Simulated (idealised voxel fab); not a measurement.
The following is a process module called voxel gate over fins.
Section cut is 280 nm wide and gridded with 5 nm square cells.
For the purposes of this document, a cross-section shall be understood as a grid of square cells, specified as bands listed in top-to-bottom order, each band consisting of one or more rows of cells. Heads up on the band format: heights come first, top then bottom, in nm. After that it's the materials left to right, each with its width in nm. A single material flagged "full width" fills the whole band edge to edge, and "empty" means there's empty space there. Beneath 0, the wafer as received is one material, and that level is where height counting begins. The lowest band goes on downward without a bottom; it is written like "0 and below". Read "30->40" as a graded width: first number on top, second number at the bottom, same change between each pair of neighbouring rows. Where the words "everything unchanged" appear for a step, the cross-section shows no cell changed by that step; every cell remained as before. Reported under the label "Closed cavities" are the empty spaces having no open way to the top and comprising 8 cells or more; the notation for each is width x height at distance, in which the distance is measured from the left edge and all three values are in nm. Read whatever lies past the settings on a step's line as the simulator's own remark about the step. overlay nm: where the mask lay relative to plan, measured to the right, on steps with a mask; negatives go left.
[This section lists the process steps that were planned]
1. RECEIVE,material Si
2. CONFORMAL_DEP,material SiN,thk nm 10
3. DIRECTIONAL_DEP,material aC,thk nm 15
4. PATTERN,tone cover,mask id FINS,material resist,width nm 15,pitch nm 50,thk nm 30,overlay nm 0
5. DIRECTIONAL_ETCH,etch materials aC,depth nm 15
6. STRIP,etch materials resist
7. DIRECTIONAL_ETCH,etch materials SiN,depth nm 10
8. DIRECTIONAL_ETCH,etch materials Si,depth nm 30
9. STRIP,etch materials aC
10. OXIDIZE,depth nm 5
11. FILL_DEP,material SiO2,thk nm 15
12. CMP,height nm 10
13. MASKED_ETCH,tone open,mask id RAIL,width nm 15,etch materials SiO2,depth nm 35,overlay nm 0
14. CONFORMAL_DEP,material TiN,thk nm 5
15. FILL_DEP,material W,thk nm 5
16. CMP,height nm 10
17. SELECTIVE_ETCH,etch materials W Ru TiN,depth nm 25
18. FILL_DEP,material SiO2,thk nm 5
19. CMP,height nm 10
20. SELECTIVE_ETCH,etch materials SiO2,depth nm 20
21. STRIP,etch materials SiN
22. CONFORMAL_DEP,material HfO2,thk nm 5
23. CONFORMAL_DEP,material TiN,thk nm 5
24. FILL_DEP,material W,thk nm 15
25. CMP,height nm 20
26. CONFORMAL_DEP,material SiN,thk nm 5
[Wafer, first of two, run as planned]
[Shown in cross-section is the wafer as received, that is, as it stands after step 1]
- 0 and below  Si full width
- Closed cavities: none
[After step 2: wafer cross-section]
- 10 down to 0  SiN full width
- Everything below 0 is unchanged.
[After step 3: wafer cross-section]
- 25 down to 10  aC full width
- Everything below 10 is unchanged.
[After step 4: wafer cross-section]
- 55 down to 25  55 empty | 15 resist | 35 empty | 15 resist | 35 empty | 15 resist | 35 empty | 15 resist | 60 empty
- Everything below 25 is unchanged.
[After step 5: wafer cross-section]
- 40 down to 25  55 empty | 15 resist | 35 empty | 15 resist | 35 empty | 15 resist | 35 empty | 15 resist | 60 empty
- 25 down to 10  55 empty | 15 aC | 35 empty | 15 aC | 35 empty | 15 aC | 35 empty | 15 aC | 60 empty
- Everything below 10 is unchanged.
[After step 6: wafer cross-section]
- 25 down to 10  55 empty | 15 aC | 35 empty | 15 aC | 35 empty | 15 aC | 35 empty | 15 aC | 60 empty
- Everything below 10 is unchanged.
[After step 7: wafer cross-section]
- 25 down to 10  55 empty | 15 aC | 35 empty | 15 aC | 35 empty | 15 aC | 35 empty | 15 aC | 60 empty
- 10 down to 0  55 empty | 15 SiN | 35 empty | 15 SiN | 35 empty | 15 SiN | 35 empty | 15 SiN | 60 empty
- Everything below 0 is unchanged.
[After step 8: wafer cross-section]
- 25 down to 10  55 empty | 15 aC | 35 empty | 15 aC | 35 empty | 15 aC | 35 empty | 15 aC | 60 empty
- 10 down to 0  55 empty | 15 SiN | 35 empty | 15 SiN | 35 empty | 15 SiN | 35 empty | 15 SiN | 60 empty
- 0 down to -30  55 empty | 15 Si | 35 empty | 15 Si | 35 empty | 15 Si | 35 empty | 15 Si | 60 empty
- Everything below -30 is unchanged.
[After step 9: wafer cross-section]
- 10 down to 0  55 empty | 15 SiN | 35 empty | 15 SiN | 35 empty | 15 SiN | 35 empty | 15 SiN | 60 empty
- Everything below 0 is unchanged.
[After step 10: wafer cross-section]
- 10 down to 0  55 empty | 15 SiN | 35 empty | 15 SiN | 35 empty | 15 SiN | 35 empty | 15 SiN | 60 empty
- 0 down to -30  55 empty | 5 SiO2 | 5 Si | 5 SiO2 | 35 empty | 5 SiO2 | 5 Si | 5 SiO2 | 35 empty | 5 SiO2 | 5 Si | 5 SiO2 | 35 empty | 5 SiO2 | 5 Si | 5 SiO2 | 60 empty
- -30 down to -35  60 SiO2 | 5 Si | 45 SiO2 | 5 Si | 45 SiO2 | 5 Si | 45 SiO2 | 5 Si | 65 SiO2
- Everything below -35 is unchanged.
[After step 11: wafer cross-section]
- 25 down to 10  SiO2 full width
- 10 down to 0  55 SiO2 | 15 SiN | 35 SiO2 | 15 SiN | 35 SiO2 | 15 SiN | 35 SiO2 | 15 SiN | 60 SiO2
- 0 down to -35  60 SiO2 | 5 Si | 45 SiO2 | 5 Si | 45 SiO2 | 5 Si | 45 SiO2 | 5 Si | 65 SiO2
- Everything below -35 is unchanged.
[After step 12: wafer cross-section]
- 10 down to 0  55 SiO2 | 15 SiN | 35 SiO2 | 15 SiN | 35 SiO2 | 15 SiN | 35 SiO2 | 15 SiN | 60 SiO2
- Everything below 0 is unchanged.
[After step 13: wafer cross-section]
- 10 down to 0  55 SiO2 | 15 SiN | 10 SiO2 | 15 empty | 10 SiO2 | 15 SiN | 35 SiO2 | 15 SiN | 35 SiO2 | 15 SiN | 60 SiO2
- 0 down to -25  60 SiO2 | 5 Si | 15 SiO2 | 15 empty | 15 SiO2 | 5 Si | 45 SiO2 | 5 Si | 45 SiO2 | 5 Si | 65 SiO2
- Everything below -25 is unchanged.
[After step 14: wafer cross-section]
- 15 down to 10  85 TiN | 5 empty | 190 TiN
- 10 down to 0  55 SiO2 | 15 SiN | 10 SiO2 | 5 TiN | 5 empty | 5 TiN | 10 SiO2 | 15 SiN | 35 SiO2 | 15 SiN | 35 SiO2 | 15 SiN | 60 SiO2
- 0 down to -20  60 SiO2 | 5 Si | 15 SiO2 | 5 TiN | 5 empty | 5 TiN | 15 SiO2 | 5 Si | 45 SiO2 | 5 Si | 45 SiO2 | 5 Si | 65 SiO2
- -20 down to -25  60 SiO2 | 5 Si | 15 SiO2 | 15 TiN | 15 SiO2 | 5 Si | 45 SiO2 | 5 Si | 45 SiO2 | 5 Si | 65 SiO2
- Everything below -25 is unchanged.
[After step 15: wafer cross-section]
- 20 down to 15  W full width
- 15 down to 10  85 TiN | 5 W | 190 TiN
- 10 down to 0  55 SiO2 | 15 SiN | 10 SiO2 | 5 TiN | 5 W | 5 TiN | 10 SiO2 | 15 SiN | 35 SiO2 | 15 SiN | 35 SiO2 | 15 SiN | 60 SiO2
- 0 down to -20  60 SiO2 | 5 Si | 15 SiO2 | 5 TiN | 5 W | 5 TiN | 15 SiO2 | 5 Si | 45 SiO2 | 5 Si | 45 SiO2 | 5 Si | 65 SiO2
- Everything below -20 is unchanged.
[After step 16: wafer cross-section]
- 10 down to 0  55 SiO2 | 15 SiN | 10 SiO2 | 5 TiN | 5 W | 5 TiN | 10 SiO2 | 15 SiN | 35 SiO2 | 15 SiN | 35 SiO2 | 15 SiN | 60 SiO2
- Everything below 0 is unchanged.
[After step 17: wafer cross-section]
- 10 down to 0  55 SiO2 | 15 SiN | 10 SiO2 | 15 empty | 10 SiO2 | 15 SiN | 35 SiO2 | 15 SiN | 35 SiO2 | 15 SiN | 60 SiO2
- 0 down to -15  60 SiO2 | 5 Si | 15 SiO2 | 15 empty | 15 SiO2 | 5 Si | 45 SiO2 | 5 Si | 45 SiO2 | 5 Si | 65 SiO2
- Everything below -15 is unchanged.
[After step 18: wafer cross-section]
- 15 down to 10  SiO2 full width
- 10 down to 0  55 SiO2 | 15 SiN | 35 SiO2 | 15 SiN | 35 SiO2 | 15 SiN | 35 SiO2 | 15 SiN | 60 SiO2
- 0 down to -15  60 SiO2 | 5 Si | 45 SiO2 | 5 Si | 45 SiO2 | 5 Si | 45 SiO2 | 5 Si | 65 SiO2
- Everything below -15 is unchanged.
[After step 19: wafer cross-section]
- 10 down to 0  55 SiO2 | 15 SiN | 35 SiO2 | 15 SiN | 35 SiO2 | 15 SiN | 35 SiO2 | 15 SiN | 60 SiO2
- Everything below 0 is unchanged.
[After step 20: wafer cross-section]
- 10 down to 0  55 empty | 15 SiN | 35 empty | 15 SiN | 35 empty | 15 SiN | 35 empty | 15 SiN | 60 empty
- 0 down to -10  60 empty | 5 Si | 45 empty | 5 Si | 45 empty | 5 Si | 45 empty | 5 Si | 65 empty
- Everything below -10 is unchanged.
[After step 21: wafer cross-section]
- 0 down to -10  60 empty | 5 Si | 45 empty | 5 Si | 45 empty | 5 Si | 45 empty | 5 Si | 65 empty
- Everything below -10 is unchanged.
[After step 22: wafer cross-section]
- 5 down to 0  55 empty | 15 HfO2 | 35 empty | 15 HfO2 | 35 empty | 15 HfO2 | 35 empty | 15 HfO2 | 60 empty
- 0 down to -5  55 empty | 5 HfO2 | 5 Si | 5 HfO2 | 35 empty | 5 HfO2 | 5 Si | 5 HfO2 | 35 empty | 5 HfO2 | 5 Si | 5 HfO2 | 35 empty | 5 HfO2 | 5 Si | 5 HfO2 | 60 empty
- -5 down to -10  60 HfO2 | 5 Si | 45 HfO2 | 5 Si | 45 HfO2 | 5 Si | 45 HfO2 | 5 Si | 65 HfO2
- Everything below -10 is unchanged.
[After step 23: wafer cross-section]
- 10 down to 5  50 empty | 25 TiN | 25 empty | 25 TiN | 25 empty | 25 TiN | 25 empty | 25 TiN | 55 empty
- 5 down to 0  50 empty | 5 TiN | 15 HfO2 | 5 TiN | 25 empty | 5 TiN | 15 HfO2 | 5 TiN | 25 empty | 5 TiN | 15 HfO2 | 5 TiN | 25 empty | 5 TiN | 15 HfO2 | 5 TiN | 55 empty
- 0 down to -5  55 TiN | 5 HfO2 | 5 Si | 5 HfO2 | 35 TiN | 5 HfO2 | 5 Si | 5 HfO2 | 35 TiN | 5 HfO2 | 5 Si | 5 HfO2 | 35 TiN | 5 HfO2 | 5 Si | 5 HfO2 | 60 TiN
- Everything below -5 is unchanged.
[After step 24: wafer cross-section]
- 25 down to 10  W full width
- 10 down to 5  50 W | 25 TiN | 25 W | 25 TiN | 25 W | 25 TiN | 25 W | 25 TiN | 55 W
- 5 down to 0  50 W | 5 TiN | 15 HfO2 | 5 TiN | 25 W | 5 TiN | 15 HfO2 | 5 TiN | 25 W | 5 TiN | 15 HfO2 | 5 TiN | 25 W | 5 TiN | 15 HfO2 | 5 TiN | 55 W
- Everything below 0 is unchanged.
[After step 25: wafer cross-section]
- 20 down to 10  W full width
- Everything below 10 is unchanged.
[After step 26: wafer cross-section]
- 25 down to 20  SiN full width
- Everything below 20 is unchanged.
[Second wafer: same start and same plan as the first, one execution error; identical to the first through step 19]
[Cross-section, second wafer, at the end time the plan gives for step 20]
- 10 down to 0  55 SiO2 | 15 empty | 35 SiO2 | 15 empty | 35 SiO2 | 15 empty | 35 SiO2 | 15 empty | 60 SiO2
- Everything below 0 is unchanged.
[Cross-section, second wafer, at the end time the plan gives for step 21]
- 0 down to -10  60 empty | 5 Si | 45 empty | 5 Si | 45 empty | 5 Si | 45 empty | 5 Si | 65 empty
- -10 down to -15  35 SiO2 | 25 empty | 5 Si | 45 empty | 5 Si | 45 empty | 5 Si | 45 empty | 5 Si | 25 empty | 40 SiO2
- -15 down to -20  35 SiO2 | 25 empty | 5 Si | 15 empty | 5 TiN | 5 W | 5 TiN | 15 empty | 5 Si | 45 empty | 5 Si | 45 empty | 5 Si | 25 empty | 40 SiO2
- Everything below -20 is unchanged.
[Cross-section, second wafer, at the end time the plan gives for step 22]
- 5 down to 0  55 empty | 15 HfO2 | 35 empty | 15 HfO2 | 35 empty | 15 HfO2 | 35 empty | 15 HfO2 | 60 empty
- 0 down to -5  55 empty | 5 HfO2 | 5 Si | 5 HfO2 | 35 empty | 5 HfO2 | 5 Si | 5 HfO2 | 35 empty | 5 HfO2 | 5 Si | 5 HfO2 | 35 empty | 5 HfO2 | 5 Si | 5 HfO2 | 60 empty
- -5 down to -10  40 HfO2 | 15 empty | 5 HfO2 | 5 Si | 5 HfO2 | 35 empty | 5 HfO2 | 5 Si | 5 HfO2 | 35 empty | 5 HfO2 | 5 Si | 5 HfO2 | 35 empty | 5 HfO2 | 5 Si | 5 HfO2 | 15 empty | 45 HfO2
- -10 down to -15  35 SiO2 | 5 HfO2 | 15 empty | 5 HfO2 | 5 Si | 5 HfO2 | 5 empty | 25 HfO2 | 5 empty | 5 HfO2 | 5 Si | 5 HfO2 | 35 empty | 5 HfO2 | 5 Si | 5 HfO2 | 35 empty | 5 HfO2 | 5 Si | 5 HfO2 | 15 empty | 5 HfO2 | 40 SiO2
- -15 down to -20  35 SiO2 | 25 HfO2 | 5 Si | 15 HfO2 | 5 TiN | 5 W | 5 TiN | 15 HfO2 | 5 Si | 45 HfO2 | 5 Si | 45 HfO2 | 5 Si | 25 HfO2 | 40 SiO2
- Everything below -20 is unchanged.
[Cross-section, second wafer, at the end time the plan gives for step 23]
- 10 down to 5  50 empty | 25 TiN | 25 empty | 25 TiN | 25 empty | 25 TiN | 25 empty | 25 TiN | 55 empty
- 5 down to 0  50 empty | 5 TiN | 15 HfO2 | 5 TiN | 25 empty | 5 TiN | 15 HfO2 | 5 TiN | 25 empty | 5 TiN | 15 HfO2 | 5 TiN | 25 empty | 5 TiN | 15 HfO2 | 5 TiN | 55 empty
- 0 down to -5  45 TiN | 5 empty | 5 TiN | 5 HfO2 | 5 Si | 5 HfO2 | 5 TiN | 25 empty | 5 TiN | 5 HfO2 | 5 Si | 5 HfO2 | 5 TiN | 25 empty | 5 TiN | 5 HfO2 | 5 Si | 5 HfO2 | 5 TiN | 25 empty | 5 TiN | 5 HfO2 | 5 Si | 5 HfO2 | 5 TiN | 5 empty | 50 TiN
- -5 down to -10  40 HfO2 | 5 TiN | 5 empty | 5 TiN | 5 HfO2 | 5 Si | 5 HfO2 | 35 TiN | 5 HfO2 | 5 Si | 5 HfO2 | 5 TiN | 25 empty | 5 TiN | 5 HfO2 | 5 Si | 5 HfO2 | 5 TiN | 25 empty | 5 TiN | 5 HfO2 | 5 Si | 5 HfO2 | 5 TiN | 5 empty | 5 TiN | 45 HfO2
- -10 down to -15  35 SiO2 | 5 HfO2 | 15 TiN | 5 HfO2 | 5 Si | 5 HfO2 | 5 TiN | 25 HfO2 | 5 TiN | 5 HfO2 | 5 Si | 5 HfO2 | 35 TiN | 5 HfO2 | 5 Si | 5 HfO2 | 35 TiN | 5 HfO2 | 5 Si | 5 HfO2 | 15 TiN | 5 HfO2 | 40 SiO2
- Everything below -15 is unchanged.
[Cross-section, second wafer, at the end time the plan gives for step 24]
- 25 down to 10  W full width
- 10 down to 5  50 W | 25 TiN | 25 W | 25 TiN | 25 W | 25 TiN | 25 W | 25 TiN | 55 W
- 5 down to 0  50 W | 5 TiN | 15 HfO2 | 5 TiN | 25 W | 5 TiN | 15 HfO2 | 5 TiN | 25 W | 5 TiN | 15 HfO2 | 5 TiN | 25 W | 5 TiN | 15 HfO2 | 5 TiN | 55 W
- 0 down to -5  45 TiN | 5 W | 5 TiN | 5 HfO2 | 5 Si | 5 HfO2 | 5 TiN | 25 W | 5 TiN | 5 HfO2 | 5 Si | 5 HfO2 | 5 TiN | 25 W | 5 TiN | 5 HfO2 | 5 Si | 5 HfO2 | 5 TiN | 25 W | 5 TiN | 5 HfO2 | 5 Si | 5 HfO2 | 5 TiN | 5 W | 50 TiN
- -5 down to -10  40 HfO2 | 5 TiN | 5 W | 5 TiN | 5 HfO2 | 5 Si | 5 HfO2 | 35 TiN | 5 HfO2 | 5 Si | 5 HfO2 | 5 TiN | 25 W | 5 TiN | 5 HfO2 | 5 Si | 5 HfO2 | 5 TiN | 25 W | 5 TiN | 5 HfO2 | 5 Si | 5 HfO2 | 5 TiN | 5 W | 5 TiN | 45 HfO2
- Everything below -10 is unchanged.
[Cross-section, second wafer, at the end time the plan gives for step 25]
- 20 down to 10  W full width
- Everything below 10 is unchanged.
[Cross-section, second wafer, at the end time the plan gives for step 26]
- 25 down to 20  SiN full width
- Everything below 20 is unchanged.
Plan not followed: plan steps 20 and 21 run swapped
Once processing is complete, comparing cell counts shows that the second wafer has more or fewer of certain materials than the first: +22 HfO2; -71 SiO2; +20 TiN; +29 W
